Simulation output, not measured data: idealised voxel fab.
process module | voxel tone inversion
cross-section cut | 290 nm wide | cells 5 nm
A cross-section is a grid of square cells, given in bands from the top down. A band is one or more rows of cells.
Each band's line starts with the height of the band's top and of its bottom, in nm. Then come its materials from left to right, each with its width in nm. One material with "throughout" fills the band from edge to edge. "air" is empty space.
Height 0 is the level under which the wafer as received is all one material. The lowest band goes on downwards, as in "0 down".
A width such as "30 to 40" changes by the same amount from each row of cells to the next, from the band's top row to its bottom row.
"no change" after a step means that no cell of the cross-section changed.
closed voids: empty space of 8 cells or more with no open way to the top, each as width x height at its distance from the left edge, in nm
after a step's settings: what the simulator itself notes on the step
overlay nm, on a step with a mask: how far to the right of its planned place the mask lay; to the left if negative
plan
1 op RECEIVE | material Si
2 op CONFORMAL_DEP | material SiCN | thk nm 10
3 op DIRECTIONAL_DEP | material polySi | thk nm 15
4 op PATTERN | tone cover | mask id POSTS | material resist | width nm 20 | pitch nm 50 | thk nm 20 | overlay nm 0
5 op DIRECTIONAL_ETCH | etch materials polySi | depth nm 15
6 op STRIP | etch materials resist
7 op FILL_DEP | material lowk | thk nm 10
8 op CMP | height nm 25
9 op STRIP | etch materials polySi
10 op CONFORMAL_DEP | material TiN | thk nm 5
11 op FILL_DEP | material W | thk nm 10
12 op CMP | height nm 25
13 op CONFORMAL_DEP | material SiN | thk nm 5
as received, after step 1
  0 down: Si throughout
  closed voids: none
a wafer at the end: this start, this plan, one mistake
  30 to 25: SiN throughout
  25 to 20: lowk 110 | TiN 5 | W 10 | TiN 5 | lowk 30 | TiN 5 | W 10 | TiN 5 | lowk 110
  20 to 15: lowk 110 | TiN 20 | lowk 30 | TiN 20 | lowk 110
  15 to 0: SiCN throughout
  0 down: Si throughout
  closed voids: none
what went wrong: step 2 ran as: op CONFORMAL_DEP | material SiCN | thk nm 15
